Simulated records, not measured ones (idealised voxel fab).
Process module heading - voxel self aligned vias
Cross-section cut spans 195 nm and uses square cells 5 nm in size.
For the purposes of this document, a cross-section shall be understood as a grid of square cells, specified as bands listed in top-to-bottom order, each band consisting of one or more rows of cells. The entry gives the band's vertical extent as a top height and a bottom height in nm, then its horizontal make-up as materials from left to right, each with a width in nm. "blank" stands for empty space; a single material marked "full width" fills the band edge to edge. For the purposes of this specification, 0 denotes the height below which the wafer in its as-received condition is composed wholly of one material, and the lowermost band, lacking a lower limit, extends downward without end, as expressed in "z 0 and below". You'd read "30 to 40" like this: the band's top row of cells is as wide as the first number, its bottom row is as wide as the second, and going down, every row changes width by the same amount as the row before did. "nothing changed" -> step changed no cross-section cell. Entry "Closed void entries". Content: empty spaces with no open connection to the top, size 8 cells or greater. Each: width x height at distance. Distance: from left edge. Unit: nm. Post-settings text on a step line: simulator's own remark regarding the step. The line of a step may include "overlay nm". On a step with a mask, this value is how far to the right of its planned place the mask lay. A negative value means the mask lay to the left.

**Set out below are the planned steps of the process**
1. RECEIVE [material Si]
2. CONFORMAL_DEP [material SiO2] [thk nm 15]
3. CONFORMAL_DEP [material SiCN] [thk nm 5]
4. DIRECTIONAL_DEP [material SiO2] [thk nm 25]
5. MASKED_ETCH [tone open] [mask id LINES] [width nm 25] [pitch nm 65] [etch materials SiO2] [depth nm 25] [overlay nm 0]
6. CONFORMAL_DEP [material TiN] [thk nm 5]
7. FILL_DEP [material Ru] [thk nm 10]
8. CMP [height nm 45]
9. SELECTIVE_ETCH [etch materials W Ru TiN] [depth nm 5]
10. FILL_DEP [material SiN] [thk nm 5]
11. CMP [height nm 45]
12. DIRECTIONAL_DEP [material SiO2] [thk nm 15]
13. DIRECTIONAL_DEP [material aC] [thk nm 10]
14. PATTERN [tone open] [mask id VIAS] [material resist] [width nm 35] [thk nm 30] [overlay nm 0]
15. DIRECTIONAL_ETCH [etch materials aC] [depth nm 10]
16. STRIP [etch materials resist]
17. DIRECTIONAL_ETCH [etch materials SiO2] [depth nm 15]
18. DIRECTIONAL_ETCH [etch materials SiN] [depth nm 5]
19. STRIP [etch materials aC]
20. CONFORMAL_DEP [material TiN] [thk nm 5]
21. FILL_DEP [material Ru] [thk nm 10]
22. CMP [height nm 60]
23. CONFORMAL_DEP [material SiN] [thk nm 5]

**First of two wafers - as planned**

**Cross-section of the incoming wafer, state after step 1**
- z 0 and below | Si full width
- Closed void entries: none

**Step 2 done - wafer cross-section**
- z 15 to 0 | SiO2 full width
- Below 0, no change.

**Step 3 done - wafer cross-section**
- z 20 to 15 | SiCN full width
- Below 15, no change.

**Step 4 done - wafer cross-section**
- z 45 to 20 | SiO2 full width
- Below 20, no change.

**Step 5 done - wafer cross-section**
- z 45 to 20 | SiO2: 50; blank: 25; SiO2: 40; blank: 25; SiO2: 55
- Below 20, no change.

**Step 6 done - wafer cross-section**
- z 50 to 45 | TiN: 55; blank: 15; TiN: 50; blank: 15; TiN: 60
- z 45 to 25 | SiO2: 50; TiN: 5; blank: 15; TiN: 5; SiO2: 40; TiN: 5; blank: 15; TiN: 5; SiO2: 55
- z 25 to 20 | SiO2: 50; TiN: 25; SiO2: 40; TiN: 25; SiO2: 55
- Below 20, no change.

**Step 7 done - wafer cross-section**
- z 60 to 50 | Ru full width
- z 50 to 45 | TiN: 55; Ru: 15; TiN: 50; Ru: 15; TiN: 60
- z 45 to 25 | SiO2: 50; TiN: 5; Ru: 15; TiN: 5; SiO2: 40; TiN: 5; Ru: 15; TiN: 5; SiO2: 55
- Below 25, no change.

**Step 8 done - wafer cross-section**
- z 45 to 25 | SiO2: 50; TiN: 5; Ru: 15; TiN: 5; SiO2: 40; TiN: 5; Ru: 15; TiN: 5; SiO2: 55
- Below 25, no change.

**Step 9 done - wafer cross-section**
- z 45 to 40 | SiO2: 50; blank: 25; SiO2: 40; blank: 25; SiO2: 55
- Below 40, no change.

**Step 10 done - wafer cross-section**
- z 50 to 45 | SiN full width
- z 45 to 40 | SiO2: 50; SiN: 25; SiO2: 40; SiN: 25; SiO2: 55
- Below 40, no change.

**Step 11 done - wafer cross-section**
- z 45 to 40 | SiO2: 50; SiN: 25; SiO2: 40; SiN: 25; SiO2: 55
- Below 40, no change.

**Step 12 done - wafer cross-section**
- z 60 to 45 | SiO2 full width
- Below 45, no change.

**Step 13 done - wafer cross-section**
- z 70 to 60 | aC full width
- Below 60, no change.

**Step 14 done - wafer cross-section**
- z 100 to 70 | resist: 45; blank: 35; resist: 115
- Below 70, no change.

**Step 15 done - wafer cross-section**
- z 90 to 70 | resist: 45; blank: 35; resist: 115
- z 70 to 60 | aC: 45; blank: 35; aC: 115
- Below 60, no change.

**Step 16 done - wafer cross-section**
- z 70 to 60 | aC: 45; blank: 35; aC: 115
- Below 60, no change.

**Step 17 done - wafer cross-section**
- z 70 to 60 | aC: 45; blank: 35; aC: 115
- z 60 to 45 | SiO2: 45; blank: 35; SiO2: 115
- Below 45, no change.

**Step 18 done - wafer cross-section**
- z 70 to 60 | aC: 45; blank: 35; aC: 115
- z 60 to 45 | SiO2: 45; blank: 35; SiO2: 115
- z 45 to 40 | SiO2: 50; blank: 25; SiO2: 40; SiN: 25; SiO2: 55
- Below 40, no change.

**Step 19 done - wafer cross-section**
- z 60 to 45 | SiO2: 45; blank: 35; SiO2: 115
- Below 45, no change.

**Step 20 done - wafer cross-section**
- z 65 to 60 | TiN: 50; blank: 25; TiN: 120
- z 60 to 50 | SiO2: 45; TiN: 5; blank: 25; TiN: 5; SiO2: 115
- z 50 to 45 | SiO2: 45; TiN: 10; blank: 15; TiN: 10; SiO2: 115
- z 45 to 40 | SiO2: 50; TiN: 25; SiO2: 40; SiN: 25; SiO2: 55
- Below 40, no change.

**Step 21 done - wafer cross-section**
- z 75 to 65 | Ru full width
- z 65 to 60 | TiN: 50; Ru: 25; TiN: 120
- z 60 to 50 | SiO2: 45; TiN: 5; Ru: 25; TiN: 5; SiO2: 115
- z 50 to 45 | SiO2: 45; TiN: 10; Ru: 15; TiN: 10; SiO2: 115
- Below 45, no change.

**Step 22 done - wafer cross-section**
- z 60 to 50 | SiO2: 45; TiN: 5; Ru: 25; TiN: 5; SiO2: 115
- Below 50, no change.

**Step 23 done - wafer cross-section**
- z 65 to 60 | SiN full width
- Below 60, no change.

**Now the other wafer: same start, same recipe, but we messed up one thing when running it. Up to and including step 2 it's the same as the first one**

**Cross-section: second wafer, time at which step 3 was scheduled to end**
- z 20 to 0 | SiO2 full width
- Below 0, no change.

**Cross-section: second wafer, time at which step 4 was scheduled to end**
- z 45 to 0 | SiO2 full width
- Below 0, no change.

**Cross-section: second wafer, time at which step 5 was scheduled to end**
- z 45 to 20 | SiO2: 50; blank: 25; SiO2: 40; blank: 25; SiO2: 55
- Below 20, no change.

**Cross-section: second wafer, time at which step 6 was scheduled to end**
- z 50 to 45 | TiN: 55; blank: 15; TiN: 50; blank: 15; TiN: 60
- z 45 to 25 | SiO2: 50; TiN: 5; blank: 15; TiN: 5; SiO2: 40; TiN: 5; blank: 15; TiN: 5; SiO2: 55
- z 25 to 20 | SiO2: 50; TiN: 25; SiO2: 40; TiN: 25; SiO2: 55
- Below 20, no change.

**Cross-section: second wafer, time at which step 7 was scheduled to end**
- z 60 to 50 | Ru full width
- z 50 to 45 | TiN: 55; Ru: 15; TiN: 50; Ru: 15; TiN: 60
- z 45 to 25 | SiO2: 50; TiN: 5; Ru: 15; TiN: 5; SiO2: 40; TiN: 5; Ru: 15; TiN: 5; SiO2: 55
- Below 25, no change.

**Cross-section: second wafer, time at which step 8 was scheduled to end**
- z 45 to 25 | SiO2: 50; TiN: 5; Ru: 15; TiN: 5; SiO2: 40; TiN: 5; Ru: 15; TiN: 5; SiO2: 55
- Below 25, no change.

**Cross-section: second wafer, time at which step 9 was scheduled to end**
- z 45 to 40 | SiO2: 50; blank: 25; SiO2: 40; blank: 25; SiO2: 55
- Below 40, no change.

**Cross-section: second wafer, time at which step 10 was scheduled to end**
- z 50 to 45 | SiN full width
- z 45 to 40 | SiO2: 50; SiN: 25; SiO2: 40; SiN: 25; SiO2: 55
- Below 40, no change.

**Cross-section: second wafer, time at which step 11 was scheduled to end**
- z 45 to 40 | SiO2: 50; SiN: 25; SiO2: 40; SiN: 25; SiO2: 55
- Below 40, no change.

**Cross-section: second wafer, time at which step 12 was scheduled to end**
- z 60 to 45 | SiO2 full width
- Below 45, no change.

**Cross-section: second wafer, time at which step 13 was scheduled to end**
- z 70 to 60 | aC full width
- Below 60, no change.

**Cross-section: second wafer, time at which step 14 was scheduled to end**
- z 100 to 70 | resist: 45; blank: 35; resist: 115
- Below 70, no change.

**Cross-section: second wafer, time at which step 15 was scheduled to end**
- z 90 to 70 | resist: 45; blank: 35; resist: 115
- z 70 to 60 | aC: 45; blank: 35; aC: 115
- Below 60, no change.

**Cross-section: second wafer, time at which step 16 was scheduled to end**
- z 70 to 60 | aC: 45; blank: 35; aC: 115
- Below 60, no change.

**Cross-section: second wafer, time at which step 17 was scheduled to end**
- z 70 to 60 | aC: 45; blank: 35; aC: 115
- z 60 to 45 | SiO2: 45; blank: 35; SiO2: 115
- Below 45, no change.

**Cross-section: second wafer, time at which step 18 was scheduled to end**
- z 70 to 60 | aC: 45; blank: 35; aC: 115
- z 60 to 45 | SiO2: 45; blank: 35; SiO2: 115
- z 45 to 40 | SiO2: 50; blank: 25; SiO2: 40; SiN: 25; SiO2: 55
- Below 40, no change.

**Cross-section: second wafer, time at which step 19 was scheduled to end**
- z 60 to 45 | SiO2: 45; blank: 35; SiO2: 115
- Below 45, no change.

**Cross-section: second wafer, time at which step 20 was scheduled to end**
- z 65 to 60 | TiN: 50; blank: 25; TiN: 120
- z 60 to 50 | SiO2: 45; TiN: 5; blank: 25; TiN: 5; SiO2: 115
- z 50 to 45 | SiO2: 45; TiN: 10; blank: 15; TiN: 10; SiO2: 115
- z 45 to 40 | SiO2: 50; TiN: 25; SiO2: 40; SiN: 25; SiO2: 55
- Below 40, no change.

**Cross-section: second wafer, time at which step 21 was scheduled to end**
- z 75 to 65 | Ru full width
- z 65 to 60 | TiN: 50; Ru: 25; TiN: 120
- z 60 to 50 | SiO2: 45; TiN: 5; Ru: 25; TiN: 5; SiO2: 115
- z 50 to 45 | SiO2: 45; TiN: 10; Ru: 15; TiN: 10; SiO2: 115
- Below 45, no change.

**Cross-section: second wafer, time at which step 22 was scheduled to end**
- z 60 to 50 | SiO2: 45; TiN: 5; Ru: 25; TiN: 5; SiO2: 115
- Below 50, no change.

**Cross-section: second wafer, time at which step 23 was scheduled to end**
- z 65 to 60 | SiN full width
- Below 60, no change.
Finding, execution versus plan: rather than as planned, step 3 actually ran as CONFORMAL_DEP [material SiO2] [thk nm 5]
Final comparison by cell count, materials where the second wafer has more or fewer than the first: SiCN -39 | SiO2 +39
